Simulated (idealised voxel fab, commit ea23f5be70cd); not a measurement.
process module | voxel wiring stack
cross-section cut | 165 nm wide | cells 5 nm
A cross-section is a grid of square cells, given in bands from the top down. A band is one or more rows of cells.
Each band's line starts with the height of the band's top and of its bottom, in nm. Then come its materials from left to right, each with its width in nm. One material with "throughout" fills the band from edge to edge. "air" is empty space.
Height 0 is the level under which the wafer as received is all one material. The lowest band goes on downwards, as in "0 down".
A width such as "30 to 40" changes by the same amount from each row of cells to the next, from the band's top row to its bottom row.
"no change" after a step means that no cell of the cross-section changed.
closed voids: empty space of 8 cells or more with no open way to the top, each as width x height at its distance from the left edge, in nm
after a step's settings: what the simulator itself notes on the step
overlay nm, on a step with a mask: how far to the right of its planned place the mask lay; to the left if negative
plan
1 op RECEIVE | material Si
2 op CONFORMAL_DEP | material SiO2 | thk nm 10
3 op DIRECTIONAL_DEP | material TiN | thk nm 5
4 op DIRECTIONAL_DEP | material W | thk nm 25
5 op DIRECTIONAL_DEP | material aC | thk nm 10
6 op PATTERN | tone cover | mask id METAL_1 | material resist | width nm 20 | pitch nm 35 | thk nm 25 | overlay nm 0
7 op DIRECTIONAL_ETCH | etch materials aC | depth nm 10
8 op STRIP | etch materials resist
9 op DIRECTIONAL_ETCH | etch materials W | depth nm 25
10 op DIRECTIONAL_ETCH | etch materials TiN | depth nm 5
11 op STRIP | etch materials aC
12 op CONFORMAL_DEP | material SiN | thk nm 5
13 op FILL_DEP | material lowk | thk nm 10
14 op CMP | height nm 40
15 op CONFORMAL_DEP | material SiCN | thk nm 5
16 op DIRECTIONAL_DEP | material SiO2 | thk nm 15
17 op PATTERN | tone open | mask id PLUG_1 | material resist | width nm 15 | pitch nm 70 | thk nm 15 | overlay nm 0
18 op DIRECTIONAL_ETCH | etch materials SiO2 | depth nm 15
19 op DIRECTIONAL_ETCH | etch materials SiCN | depth nm 5
20 op STRIP | etch materials resist
21 op CONFORMAL_DEP | material TiN | thk nm 5
22 op FILL_DEP | material Cu | thk nm 5
23 op CMP | height nm 60
24 op DIRECTIONAL_DEP | material TiN | thk nm 5
25 op DIRECTIONAL_DEP | material Ru | thk nm 25
26 op PATTERN | tone cover | mask id METAL_2 | material resist | width nm 20 | pitch nm 35 | thk nm 20 | overlay nm 0
27 op DIRECTIONAL_ETCH | etch materials Ru | depth nm 25
28 op DIRECTIONAL_ETCH | etch materials TiN | depth nm 5
29 op STRIP | etch materials resist
30 op FILL_DEP | material SiO2 | thk nm 5
31 op CMP | height nm 90
32 op CONFORMAL_DEP | material SiN | thk nm 5
first wafer, as planned
as received, after step 1
  0 down: Si throughout
  closed voids: none
after step 2
  10 to 0: SiO2 throughout
  below 0: unchanged
after step 3
  15 to 10: TiN throughout
  below 10: unchanged
after step 4
  40 to 15: W throughout
  below 15: unchanged
after step 5
  50 to 40: aC throughout
  below 40: unchanged
after step 6
  75 to 50: air 20 | resist 20 | air 15 | resist 20 | air 15 | resist 20 | air 15 | resist 20 | air 20
  below 50: unchanged
after step 7
  65 to 50: air 20 | resist 20 | air 15 | resist 20 | air 15 | resist 20 | air 15 | resist 20 | air 20
  50 to 40: air 20 | aC 20 | air 15 | aC 20 | air 15 | aC 20 | air 15 | aC 20 | air 20
  below 40: unchanged
after step 8
  50 to 40: air 20 | aC 20 | air 15 | aC 20 | air 15 | aC 20 | air 15 | aC 20 | air 20
  below 40: unchanged
after step 9
  50 to 40: air 20 | aC 20 | air 15 | aC 20 | air 15 | aC 20 | air 15 | aC 20 | air 20
  40 to 15: air 20 | W 20 | air 15 | W 20 | air 15 | W 20 | air 15 | W 20 | air 20
  below 15: unchanged
after step 10
  50 to 40: air 20 | aC 20 | air 15 | aC 20 | air 15 | aC 20 | air 15 | aC 20 | air 20
  40 to 15: air 20 | W 20 | air 15 | W 20 | air 15 | W 20 | air 15 | W 20 | air 20
  15 to 10: air 20 | TiN 20 | air 15 | TiN 20 | air 15 | TiN 20 | air 15 | TiN 20 | air 20
  below 10: unchanged
after step 11
  40 to 15: air 20 | W 20 | air 15 | W 20 | air 15 | W 20 | air 15 | W 20 | air 20
  below 15: unchanged
after step 12
  45 to 40: air 15 | SiN 30 | air 5 | SiN 30 | air 5 | SiN 30 | air 5 | SiN 30 | air 15
  40 to 15: air 15 | SiN 5 | W 20 | SiN 5 | air 5 | SiN 5 | W 20 | SiN 5 | air 5 | SiN 5 | W 20 | SiN 5 | air 5 | SiN 5 | W 20 | SiN 5 | air 15
  15 to 10: SiN 20 | TiN 20 | SiN 15 | TiN 20 | SiN 15 | TiN 20 | SiN 15 | TiN 20 | SiN 20
  below 10: unchanged
after step 13
  55 to 45: lowk throughout
  45 to 40: lowk 15 | SiN 30 | lowk 5 | SiN 30 | lowk 5 | SiN 30 | lowk 5 | SiN 30 | lowk 15
  40 to 15: lowk 15 | SiN 5 | W 20 | SiN 5 | lowk 5 | SiN 5 | W 20 | SiN 5 | lowk 5 | SiN 5 | W 20 | SiN 5 | lowk 5 | SiN 5 | W 20 | SiN 5 | lowk 15
  below 15: unchanged
after step 14
  40 to 15: lowk 15 | SiN 5 | W 20 | SiN 5 | lowk 5 | SiN 5 | W 20 | SiN 5 | lowk 5 | SiN 5 | W 20 | SiN 5 | lowk 5 | SiN 5 | W 20 | SiN 5 | lowk 15
  below 15: unchanged
after step 15
  45 to 40: SiCN throughout
  below 40: unchanged
after step 16
  60 to 45: SiO2 throughout
  below 45: unchanged
after step 17
  75 to 60: resist 20 | air 15 | resist 55 | air 15 | resist 60
  below 60: unchanged
after step 18
  75 to 60: resist 20 | air 15 | resist 55 | air 15 | resist 60
  60 to 45: SiO2 20 | air 15 | SiO2 55 | air 15 | SiO2 60
  below 45: unchanged
after step 19
  75 to 60: resist 20 | air 15 | resist 55 | air 15 | resist 60
  60 to 45: SiO2 20 | air 15 | SiO2 55 | air 15 | SiO2 60
  45 to 40: SiCN 20 | air 15 | SiCN 55 | air 15 | SiCN 60
  below 40: unchanged
after step 20
  60 to 45: SiO2 20 | air 15 | SiO2 55 | air 15 | SiO2 60
  below 45: unchanged
after step 21
  65 to 60: TiN 25 | air 5 | TiN 65 | air 5 | TiN 65
  60 to 45: SiO2 20 | TiN 5 | air 5 | TiN 5 | SiO2 55 | TiN 5 | air 5 | TiN 5 | SiO2 60
  45 to 40: SiCN 20 | TiN 15 | SiCN 55 | TiN 15 | SiCN 60
  below 40: unchanged
after step 22
  70 to 65: Cu throughout
  65 to 60: TiN 25 | Cu 5 | TiN 65 | Cu 5 | TiN 65
  60 to 45: SiO2 20 | TiN 5 | Cu 5 | TiN 5 | SiO2 55 | TiN 5 | Cu 5 | TiN 5 | SiO2 60
  below 45: unchanged
after step 23
  60 to 45: SiO2 20 | TiN 5 | Cu 5 | TiN 5 | SiO2 55 | TiN 5 | Cu 5 | TiN 5 | SiO2 60
  below 45: unchanged
after step 24
  65 to 60: TiN throughout
  below 60: unchanged
after step 25
  90 to 65: Ru throughout
  below 65: unchanged
after step 26
  110 to 90: air 20 | resist 20 | air 15 | resist 20 | air 15 | resist 20 | air 15 | resist 20 | air 20
  below 90: unchanged
after step 27
  110 to 90: air 20 | resist 20 | air 15 | resist 20 | air 15 | resist 20 | air 15 | resist 20 | air 20
  90 to 65: air 20 | Ru 20 | air 15 | Ru 20 | air 15 | Ru 20 | air 15 | Ru 20 | air 20
  below 65: unchanged
after step 28
  110 to 90: air 20 | resist 20 | air 15 | resist 20 | air 15 | resist 20 | air 15 | resist 20 | air 20
  90 to 65: air 20 | Ru 20 | air 15 | Ru 20 | air 15 | Ru 20 | air 15 | Ru 20 | air 20
  65 to 60: air 20 | TiN 20 | air 15 | TiN 20 | air 15 | TiN 20 | air 15 | TiN 20 | air 20
  below 60: unchanged
after step 29
  90 to 65: air 20 | Ru 20 | air 15 | Ru 20 | air 15 | Ru 20 | air 15 | Ru 20 | air 20
  below 65: unchanged
after step 30
  95 to 90: SiO2 throughout
  90 to 65: SiO2 20 | Ru 20 | SiO2 15 | Ru 20 | SiO2 15 | Ru 20 | SiO2 15 | Ru 20 | SiO2 20
  65 to 60: SiO2 20 | TiN 20 | SiO2 15 | TiN 20 | SiO2 15 | TiN 20 | SiO2 15 | TiN 20 | SiO2 20
  below 60: unchanged
after step 31
  90 to 65: SiO2 20 | Ru 20 | SiO2 15 | Ru 20 | SiO2 15 | Ru 20 | SiO2 15 | Ru 20 | SiO2 20
  below 65: unchanged
after step 32
  95 to 90: SiN throughout
  below 90: unchanged
second wafer: like start, like plan, one mistake. Through step 16 it matches the first wafer
when step 17 should have ended
  75 to 60: air 20 | resist 15 | air 55 | resist 15 | air 60
  below 60: unchanged
when step 18 should have ended
  75 to 60: air 20 | resist 15 | air 55 | resist 15 | air 60
  60 to 45: air 20 | SiO2 15 | air 55 | SiO2 15 | air 60
  below 45: unchanged
when step 19 should have ended
  75 to 60: air 20 | resist 15 | air 55 | resist 15 | air 60
  60 to 45: air 20 | SiO2 15 | air 55 | SiO2 15 | air 60
  45 to 40: air 20 | SiCN 15 | air 55 | SiCN 15 | air 60
  below 40: unchanged
when step 20 should have ended
  60 to 45: air 20 | SiO2 15 | air 55 | SiO2 15 | air 60
  below 45: unchanged
when step 21 should have ended
  65 to 60: air 15 | TiN 25 | air 45 | TiN 25 | air 55
  60 to 45: air 15 | TiN 5 | SiO2 15 | TiN 5 | air 45 | TiN 5 | SiO2 15 | TiN 5 | air 55
  45 to 40: TiN 20 | SiCN 15 | TiN 55 | SiCN 15 | TiN 60
  below 40: unchanged
when step 22 should have ended
  70 to 65: Cu throughout
  65 to 60: Cu 15 | TiN 25 | Cu 45 | TiN 25 | Cu 55
  60 to 45: Cu 15 | TiN 5 | SiO2 15 | TiN 5 | Cu 45 | TiN 5 | SiO2 15 | TiN 5 | Cu 55
  below 45: unchanged
when step 23 should have ended
  60 to 45: Cu 15 | TiN 5 | SiO2 15 | TiN 5 | Cu 45 | TiN 5 | SiO2 15 | TiN 5 | Cu 55
  below 45: unchanged
when step 24 should have ended
  65 to 60: TiN throughout
  below 60: unchanged
when step 25 should have ended
  90 to 65: Ru throughout
  below 65: unchanged
when step 26 should have ended
  110 to 90: air 20 | resist 20 | air 15 | resist 20 | air 15 | resist 20 | air 15 | resist 20 | air 20
  below 90: unchanged
when step 27 should have ended
  110 to 90: air 20 | resist 20 | air 15 | resist 20 | air 15 | resist 20 | air 15 | resist 20 | air 20
  90 to 65: air 20 | Ru 20 | air 15 | Ru 20 | air 15 | Ru 20 | air 15 | Ru 20 | air 20
  below 65: unchanged
when step 28 should have ended
  110 to 90: air 20 | resist 20 | air 15 | resist 20 | air 15 | resist 20 | air 15 | resist 20 | air 20
  90 to 65: air 20 | Ru 20 | air 15 | Ru 20 | air 15 | Ru 20 | air 15 | Ru 20 | air 20
  65 to 60: air 20 | TiN 20 | air 15 | TiN 20 | air 15 | TiN 20 | air 15 | TiN 20 | air 20
  below 60: unchanged
when step 29 should have ended
  90 to 65: air 20 | Ru 20 | air 15 | Ru 20 | air 15 | Ru 20 | air 15 | Ru 20 | air 20
  below 65: unchanged
when step 30 should have ended
  95 to 90: SiO2 throughout
  90 to 65: SiO2 20 | Ru 20 | SiO2 15 | Ru 20 | SiO2 15 | Ru 20 | SiO2 15 | Ru 20 | SiO2 20
  65 to 60: SiO2 20 | TiN 20 | SiO2 15 | TiN 20 | SiO2 15 | TiN 20 | SiO2 15 | TiN 20 | SiO2 20
  below 60: unchanged
when step 31 should have ended
  90 to 65: SiO2 20 | Ru 20 | SiO2 15 | Ru 20 | SiO2 15 | Ru 20 | SiO2 15 | Ru 20 | SiO2 20
  below 65: unchanged
when step 32 should have ended
  95 to 90: SiN throughout
  below 90: unchanged
what went wrong: step 17 ran as: op PATTERN | tone cover | mask id PLUG_1 | material resist | width nm 15 | pitch nm 70 | thk nm 15 | overlay nm 0
at the end the second wafer has, in cells: 63 more of Cu | 21 fewer of SiCN | 63 fewer of SiO2 | 21 more of TiN
